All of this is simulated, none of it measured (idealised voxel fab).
The name of this process module is voxel ribs on slabs.
The cross-section shown here is cut; it is 205 nm wide and divided into square cells measuring 5 nm on a side.
For the purposes of this document, a cross-section shall be understood as a grid of square cells, specified as bands listed in top-to-bottom order, each band consisting of one or more rows of cells. Heads up on the band format: heights come first, top then bottom, in nm. After that it's the materials left to right, each with its width in nm. A single material flagged "full width" fills the whole band edge to edge, and "air" means there's empty space there. Convention: height 0 is the level below which the wafer, as received, is all one material. The lowest band does not terminate at the bottom but continues downward, represented as "top 0, no bottom". When a width is written as two numbers, as in "30->40", the first number is the width in the top row of cells of the band and the second is the width in its bottom row, and the width changes by the same amount from each row to the next. You'll sometimes find "remains unaltered" written for a step, and that's the way of saying that nowhere in the cross-section did a cell change during that step. Enclosed void inventory: empty space of 8 cells or more with no open way to the top, each as width x height at its distance from the left edge, in nm. On a step's line, text after the settings is the simulator commenting on that step. Regarding "overlay nm": on a step with a mask, it is the distance the mask lay to the right of its planned place; a negative value places it to the left.

## This section lists the process steps that were planned
| 1 | RECEIVE: material Si |
| 2 | DIRECTIONAL_DEP: material SiO2, thk nm 25 |
| 3 | DIRECTIONAL_DEP: material SiN, thk nm 15 |
| 4 | DIRECTIONAL_DEP: material aC, thk nm 15 |
| 5 | PATTERN: tone cover, mask id RIB, material resist, width nm 20, thk nm 30, overlay nm 0 |
| 6 | DIRECTIONAL_ETCH: etch materials aC, depth nm 15 |
| 7 | STRIP: etch materials resist |
| 8 | DIRECTIONAL_ETCH: etch materials SiN, depth nm 5 |
| 9 | STRIP: etch materials aC |
| 10 | MASKED_ETCH: tone cover, mask id SLAB, width nm 80, etch materials SiN, depth nm 10, overlay nm 0 |
| 11 | FILL_DEP: material SiO2, thk nm 25 |
| 12 | CMP: height nm 55 |
| 13 | DIRECTIONAL_DEP: material TiN, thk nm 5 |
| 14 | PATTERN: tone cover, mask id HEATER, material resist, width nm 30, thk nm 15, overlay nm 0 |
| 15 | DIRECTIONAL_ETCH: etch materials TiN, depth nm 5 |
| 16 | STRIP: etch materials resist |
| 17 | CONFORMAL_DEP: material SiO2, thk nm 10 |

## First wafer, two in total, run as planned

## As-received wafer cross-section (after step 1)
    top 0, no bottom  Si full width
    Enclosed void inventory: none

## The wafer in cross-section once step 2 is complete
    top 25, bottom 0  SiO2 full width
    Lower than 0, everything is as it was.

## The wafer in cross-section once step 3 is complete
    top 40, bottom 25  SiN full width
    Lower than 25, everything is as it was.

## The wafer in cross-section once step 4 is complete
    top 55, bottom 40  aC full width
    Lower than 40, everything is as it was.

## The wafer in cross-section once step 5 is complete
    top 85, bottom 55  air 90, then resist 20, then air 95
    Lower than 55, everything is as it was.

## The wafer in cross-section once step 6 is complete
    top 70, bottom 55  air 90, then resist 20, then air 95
    top 55, bottom 40  air 90, then aC 20, then air 95
    Lower than 40, everything is as it was.

## The wafer in cross-section once step 7 is complete
    top 55, bottom 40  air 90, then aC 20, then air 95
    Lower than 40, everything is as it was.

## The wafer in cross-section once step 8 is complete
    top 55, bottom 40  air 90, then aC 20, then air 95
    top 40, bottom 35  air 90, then SiN 20, then air 95
    Lower than 35, everything is as it was.

## The wafer in cross-section once step 9 is complete
    top 40, bottom 35  air 90, then SiN 20, then air 95
    Lower than 35, everything is as it was.

## The wafer in cross-section once step 10 is complete
    top 40, bottom 35  air 90, then SiN 20, then air 95
    top 35, bottom 25  air 60, then SiN 80, then air 65
    Lower than 25, everything is as it was.

## The wafer in cross-section once step 11 is complete
    top 65, bottom 40  SiO2 full width
    top 40, bottom 35  SiO2 90, then SiN 20, then SiO2 95
    top 35, bottom 25  SiO2 60, then SiN 80, then SiO2 65
    Lower than 25, everything is as it was.

## The wafer in cross-section once step 12 is complete
    top 55, bottom 40  SiO2 full width
    Lower than 40, everything is as it was.

## The wafer in cross-section once step 13 is complete
    top 60, bottom 55  TiN full width
    Lower than 55, everything is as it was.

## The wafer in cross-section once step 14 is complete
    top 75, bottom 60  air 85, then resist 30, then air 90
    Lower than 60, everything is as it was.

## The wafer in cross-section once step 15 is complete
    top 75, bottom 60  air 85, then resist 30, then air 90
    top 60, bottom 55  air 85, then TiN 30, then air 90
    Lower than 55, everything is as it was.

## The wafer in cross-section once step 16 is complete
    top 60, bottom 55  air 85, then TiN 30, then air 90
    Lower than 55, everything is as it was.

## The wafer in cross-section once step 17 is complete
    top 70, bottom 65  air 75, then SiO2 50, then air 80
    top 65, bottom 60  SiO2 full width
    top 60, bottom 55  SiO2 85, then TiN 30, then SiO2 90
    Lower than 55, everything is as it was.

## Now the other wafer: same start, same recipe, but we messed up one thing when running it. Up to and including step 12 it's the same as the first one

## Look at the second wafer in cross-section at the time step 13 ought to have finished
    top 60, bottom 55  SiN full width
    Lower than 55, everything is as it was.

## Look at the second wafer in cross-section at the time step 14 ought to have finished
    top 75, bottom 60  air 85, then resist 30, then air 90
    Lower than 60, everything is as it was.

Look at the second wafer in cross-section at the time step 15 ought to have finished: remains unaltered

## Look at the second wafer in cross-section at the time step 16 ought to have finished
    top 60, bottom 55  SiN full width
    Lower than 55, everything is as it was.

## Look at the second wafer in cross-section at the time step 17 ought to have finished
    top 70, bottom 60  SiO2 full width
    Lower than 60, everything is as it was.
The mistake made against the process plan was this: step 13 changed vs plan, executed as DIRECTIONAL_DEP: material SiN, thk nm 5
Upon completion, the second wafer contains, in terms of cells, a greater or smaller amount of certain materials than the first wafer: 41 more of SiN, 4 fewer of SiO2, 6 fewer of TiN
